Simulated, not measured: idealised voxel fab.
process module | voxel double patterning
cross-section cut | 260 nm wide | cells 5 nm
A cross-section is a grid of square cells, given in bands from the top down. A band is one or more rows of cells.
Each band's line starts with the height of the band's top and of its bottom, in nm. Then come its materials from left to right, each with its width in nm. One material with "throughout" fills the band from edge to edge. "air" is empty space.
Height 0 is the level under which the wafer as received is all one material. The lowest band goes on downwards, as in "0 down".
A width such as "30 to 40" changes by the same amount from each row of cells to the next, from the band's top row to its bottom row.
"no change" after a step means that no cell of the cross-section changed.
closed voids: empty space of 8 cells or more with no open way to the top, each as width x height at its distance from the left edge, in nm
after a step's settings: what the simulator itself notes on the step
overlay nm, on a step with a mask: how far to the right of its planned place the mask lay; to the left if negative
plan
1 op RECEIVE | material Si
2 op CONFORMAL_DEP | material SiN | thk nm 10
3 op DIRECTIONAL_DEP | material SiO2 | thk nm 15
4 op DIRECTIONAL_DEP | material SiCN | thk nm 10
5 op PATTERN | tone open | mask id FIRST | material resist | width nm 15 | pitch nm 50 | thk nm 15 | overlay nm 0
6 op DIRECTIONAL_ETCH | etch materials SiCN | depth nm 10
7 op STRIP | etch materials resist
8 op DIRECTIONAL_DEP | material aC | thk nm 15
9 op PATTERN | tone open | mask id SECOND | material resist | width nm 15 | thk nm 35 | overlay nm 0
10 op DIRECTIONAL_ETCH | etch materials aC | depth nm 15
11 op STRIP | etch materials resist
12 op DIRECTIONAL_ETCH | etch materials SiCN | depth nm 10
13 op STRIP | etch materials aC
14 op DIRECTIONAL_ETCH | etch materials SiO2 | depth nm 15
15 op STRIP | etch materials SiCN
first wafer, as planned
as received, after step 1
  0 down: Si throughout
  closed voids: none
after step 2
  10 to 0: SiN throughout
  below 0: unchanged
after step 3
  25 to 10: SiO2 throughout
  below 10: unchanged
after step 4
  35 to 25: SiCN throughout
  below 25: unchanged
after step 5
  50 to 35: resist 95 | air 15 | resist 35 | air 15 | resist 100
  below 35: unchanged
after step 6
  50 to 35: resist 95 | air 15 | resist 35 | air 15 | resist 100
  35 to 25: SiCN 95 | air 15 | SiCN 35 | air 15 | SiCN 100
  below 25: unchanged
after step 7
  35 to 25: SiCN 95 | air 15 | SiCN 35 | air 15 | SiCN 100
  below 25: unchanged
after step 8
  50 to 40: aC 95 | air 15 | aC 35 | air 15 | aC 100
  40 to 35: aC throughout
  35 to 25: SiCN 95 | aC 15 | SiCN 35 | aC 15 | SiCN 100
  below 25: unchanged
after step 9
  85 to 50: resist 120 | air 15 | resist 125
  50 to 40: aC 95 | resist 15 | aC 35 | resist 15 | aC 100
  below 40: unchanged
after step 10
  70 to 50: resist 120 | air 15 | resist 125
  50 to 40: aC 95 | resist 15 | aC 10 | air 15 | aC 10 | resist 15 | aC 100
  40 to 35: aC 120 | air 15 | aC 125
  below 35: unchanged
after step 11
  50 to 40: aC 95 | air 15 | aC 10 | air 15 | aC 10 | air 15 | aC 100
  below 40: unchanged
after step 12
  50 to 40: aC 95 | air 15 | aC 10 | air 15 | aC 10 | air 15 | aC 100
  40 to 35: aC 120 | air 15 | aC 125
  35 to 25: SiCN 95 | aC 15 | SiCN 10 | air 15 | SiCN 10 | aC 15 | SiCN 100
  below 25: unchanged
after step 13
  35 to 25: SiCN 95 | air 15 | SiCN 10 | air 15 | SiCN 10 | air 15 | SiCN 100
  below 25: unchanged
after step 14
  35 to 25: SiCN 95 | air 15 | SiCN 10 | air 15 | SiCN 10 | air 15 | SiCN 100
  25 to 10: SiO2 95 | air 15 | SiO2 10 | air 15 | SiO2 10 | air 15 | SiO2 100
  below 10: unchanged
after step 15
  25 to 10: SiO2 95 | air 15 | SiO2 10 | air 15 | SiO2 10 | air 15 | SiO2 100
  below 10: unchanged
second wafer: like start, like plan, one mistake. Through step 1 it matches the first wafer
when step 2 should have ended
  10 to 0: aC throughout
  below 0: unchanged
when step 3 should have ended
  25 to 10: SiO2 throughout
  below 10: unchanged
when step 4 should have ended
  35 to 25: SiCN throughout
  below 25: unchanged
when step 5 should have ended
  50 to 35: resist 95 | air 15 | resist 35 | air 15 | resist 100
  below 35: unchanged
when step 6 should have ended
  50 to 35: resist 95 | air 15 | resist 35 | air 15 | resist 100
  35 to 25: SiCN 95 | air 15 | SiCN 35 | air 15 | SiCN 100
  below 25: unchanged
when step 7 should have ended
  35 to 25: SiCN 95 | air 15 | SiCN 35 | air 15 | SiCN 100
  below 25: unchanged
when step 8 should have ended
  50 to 40: aC 95 | air 15 | aC 35 | air 15 | aC 100
  40 to 35: aC throughout
  35 to 25: SiCN 95 | aC 15 | SiCN 35 | aC 15 | SiCN 100
  below 25: unchanged
when step 9 should have ended
  85 to 50: resist 120 | air 15 | resist 125
  50 to 40: aC 95 | resist 15 | aC 35 | resist 15 | aC 100
  below 40: unchanged
when step 10 should have ended
  70 to 50: resist 120 | air 15 | resist 125
  50 to 40: aC 95 | resist 15 | aC 10 | air 15 | aC 10 | resist 15 | aC 100
  40 to 35: aC 120 | air 15 | aC 125
  below 35: unchanged
when step 11 should have ended
  50 to 40: aC 95 | air 15 | aC 10 | air 15 | aC 10 | air 15 | aC 100
  below 40: unchanged
when step 12 should have ended
  50 to 40: aC 95 | air 15 | aC 10 | air 15 | aC 10 | air 15 | aC 100
  40 to 35: aC 120 | air 15 | aC 125
  35 to 25: SiCN 95 | aC 15 | SiCN 10 | air 15 | SiCN 10 | aC 15 | SiCN 100
  below 25: unchanged
when step 13 should have ended
  35 to 25: SiCN 95 | air 15 | SiCN 10 | air 15 | SiCN 10 | air 15 | SiCN 100
  below 25: unchanged
when step 14 should have ended
  35 to 25: SiCN 95 | air 15 | SiCN 10 | air 15 | SiCN 10 | air 15 | SiCN 100
  25 to 10: SiO2 95 | air 15 | SiO2 10 | air 15 | SiO2 10 | air 15 | SiO2 100
  below 10: unchanged
when step 15 should have ended
  25 to 10: SiO2 95 | air 15 | SiO2 10 | air 15 | SiO2 10 | air 15 | SiO2 100
  below 10: unchanged
what went wrong: step 2 ran as: op CONFORMAL_DEP | material aC | thk nm 10
at the end the second wafer has, in cells: 104 fewer of SiN | 104 more of aC
